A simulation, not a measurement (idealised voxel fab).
The document below concerns the process module designated voxel gate over fins.
Shown is cross-section cut, with a width of 255 nm and square cells of size 5 nm.
Bands, listed from the top down, are how a cross-section gets written in this document; the cross-section itself is a grid of square cells, and a band is one or more rows of them. Top height, bottom height, nm. Materials left to right, width each, nm. Single material + "throughout" = fills band edge to edge. "blank" = empty. Zero point of the height axis is 0; under it, received wafer = one material. Lowest band: continues down indefinitely, "from 0 down". Note: "30..40" means the width goes from the first number (top row of the band) to the second number (bottom row) in equal steps per row of cells. Key: "everything unchanged" - step with no changed cell in the cross-section. Basically, "Closed internal cavities" tells you about the enclosed voids: empty spaces with no open way to the top, 8 cells or bigger, each written width x height at distance, where distance is from the left edge, all in nm. Heads up: the bit after the settings on a step's line is the simulator's remark on that step. Among the settings permitted on a step's line is "overlay nm"; applied to a step with a mask, it specifies the extent to which the mask lay to the right of its planned position, whereas a negative figure signifies a position to the left.
# Process steps (planned)
1 RECEIVE (material Si)
2 CONFORMAL_DEP (material SiN; thk nm 5)
3 DIRECTIONAL_DEP (material aC; thk nm 15)
4 PATTERN (tone cover; mask id FINS; material resist; width nm 15; pitch nm 50; thk nm 30; overlay nm 0)
5 DIRECTIONAL_ETCH (etch materials aC; depth nm 15)
6 STRIP (etch materials resist)
7 DIRECTIONAL_ETCH (etch materials SiN; depth nm 5)
8 DIRECTIONAL_ETCH (etch materials Si; depth nm 40)
9 STRIP (etch materials aC)
10 OXIDIZE (depth nm 5)
11 FILL_DEP (material SiO2; thk nm 15)
12 CMP (height nm 5)
13 PATTERN (tone open; mask id RAIL; material resist; width nm 15; thk nm 15; overlay nm 0)
14 DIRECTIONAL_ETCH (etch materials SiO2; depth nm 40)
15 STRIP (etch materials resist)
16 CONFORMAL_DEP (material TiN; thk nm 5)
17 FILL_DEP (material Ru; thk nm 10)
18 CMP (height nm 5)
19 SELECTIVE_ETCH (etch materials W Ru TiN; depth nm 25)
20 FILL_DEP (material SiO2; thk nm 5)
21 CMP (height nm 5)
22 SELECTIVE_ETCH (etch materials SiO2; depth nm 15)
23 STRIP (etch materials SiN)
24 CONFORMAL_DEP (material HfO2; thk nm 5)
25 CONFORMAL_DEP (material TiN; thk nm 5)
26 CONFORMAL_DEP (material TiAl; thk nm 5)
27 CONFORMAL_DEP (material TiN; thk nm 5)
28 FILL_DEP (material W; thk nm 10)
29 CMP (height nm 25)
30 CONFORMAL_DEP (material SiN; thk nm 5)
# Wafer as received: cross-section following step 1
from 0 down: Si throughout
Closed internal cavities: none
# Cross-sectional image of the first of two wafers at the end of the module, the run having proceeded as planned
from 30 to 25: SiN throughout
from 25 to 20: W throughout
from 20 to 15: 55 of W | 45 of TiN | 5 of W | 45 of TiN | 5 of W | 45 of TiN | 55 of W
from 15 to 10: 55 of W | 5 of TiN | 35 of TiAl | 5 of TiN | 5 of W | 5 of TiN | 35 of TiAl | 5 of TiN | 5 of W | 5 of TiN | 35 of TiAl | 5 of TiN | 55 of W
from 10 to 5: 60 of TiN | 5 of TiAl | 25 of TiN | 5 of TiAl | 15 of TiN | 5 of TiAl | 25 of TiN | 5 of TiAl | 15 of TiN | 5 of TiAl | 25 of TiN | 5 of TiAl | 60 of TiN
from 5 to 0: 65 of TiAl | 5 of TiN | 15 of HfO2 | 5 of TiN | 25 of TiAl | 5 of TiN | 15 of HfO2 | 5 of TiN | 25 of TiAl | 5 of TiN | 15 of HfO2 | 5 of TiN | 65 of TiAl
from 0 to -5: 70 of TiN | 5 of HfO2 | 5 of Si | 5 of HfO2 | 35 of TiN | 5 of HfO2 | 5 of Si | 5 of HfO2 | 35 of TiN | 5 of HfO2 | 5 of Si | 5 of HfO2 | 70 of TiN
from -5 to -10: 75 of HfO2 | 5 of Si | 45 of HfO2 | 5 of Si | 45 of HfO2 | 5 of Si | 75 of HfO2
from -10 to -20: 75 of SiO2 | 5 of Si | 45 of SiO2 | 5 of Si | 45 of SiO2 | 5 of Si | 75 of SiO2
from -20 to -30: 75 of SiO2 | 5 of Si | 15 of SiO2 | 5 of TiN | 5 of Ru | 5 of TiN | 15 of SiO2 | 5 of Si | 45 of SiO2 | 5 of Si | 75 of SiO2
from -30 to -35: 75 of SiO2 | 5 of Si | 15 of SiO2 | 15 of TiN | 15 of SiO2 | 5 of Si | 45 of SiO2 | 5 of Si | 75 of SiO2
from -35 to -45: 75 of SiO2 | 5 of Si | 45 of SiO2 | 5 of Si | 45 of SiO2 | 5 of Si | 75 of SiO2
from -45 down: Si throughout
Closed internal cavities: none
# Cross-sectional image of the second wafer of the two following completion of the module. Starting state and process plan were the same as for the first wafer; one execution error occurred
from 30 to 25: SiN throughout
from 25 to 20: W throughout
from 20 to 15: 60 of W | 45 of TiN | 5 of W | 45 of TiN | 5 of W | 45 of TiN | 50 of W
from 15 to 10: 60 of W | 5 of TiN | 35 of TiAl | 5 of TiN | 5 of W | 5 of TiN | 35 of TiAl | 5 of TiN | 5 of W | 5 of TiN | 35 of TiAl | 5 of TiN | 50 of W
from 10 to 5: 65 of TiN | 5 of TiAl | 25 of TiN | 5 of TiAl | 15 of TiN | 5 of TiAl | 25 of TiN | 5 of TiAl | 15 of TiN | 5 of TiAl | 25 of TiN | 5 of TiAl | 55 of TiN
from 5 to 0: 70 of TiAl | 5 of TiN | 15 of HfO2 | 5 of TiN | 25 of TiAl | 5 of TiN | 15 of HfO2 | 5 of TiN | 25 of TiAl | 5 of TiN | 15 of HfO2 | 5 of TiN | 60 of TiAl
from 0 to -5: 75 of TiN | 5 of HfO2 | 5 of Si | 5 of HfO2 | 35 of TiN | 5 of HfO2 | 5 of Si | 5 of HfO2 | 35 of TiN | 5 of HfO2 | 5 of Si | 5 of HfO2 | 65 of TiN
from -5 to -10: 80 of HfO2 | 5 of Si | 45 of HfO2 | 5 of Si | 45 of HfO2 | 5 of Si | 70 of HfO2
from -10 to -20: 80 of SiO2 | 5 of Si | 45 of SiO2 | 5 of Si | 45 of SiO2 | 5 of Si | 70 of SiO2
from -20 to -30: 80 of SiO2 | 5 of Si | 10 of SiO2 | 5 of TiN | 5 of Ru | 5 of TiN | 20 of SiO2 | 5 of Si | 45 of SiO2 | 5 of Si | 70 of SiO2
from -30 to -35: 80 of SiO2 | 5 of Si | 10 of SiO2 | 15 of TiN | 20 of SiO2 | 5 of Si | 45 of SiO2 | 5 of Si | 70 of SiO2
from -35 to -45: 80 of SiO2 | 5 of Si | 45 of SiO2 | 5 of Si | 45 of SiO2 | 5 of Si | 70 of SiO2
from -45 down: Si throughout
Closed internal cavities: none
Heads up, the wafer didn't run the way we planned it: off-plan run, step 4, actual operation and settings PATTERN (tone cover; mask id FINS; material resist; width nm 15; pitch nm 50; thk nm 30; overlay nm 5)
At the close, every material occupies the same number of cells on the second wafer as on the first, only in different positions.
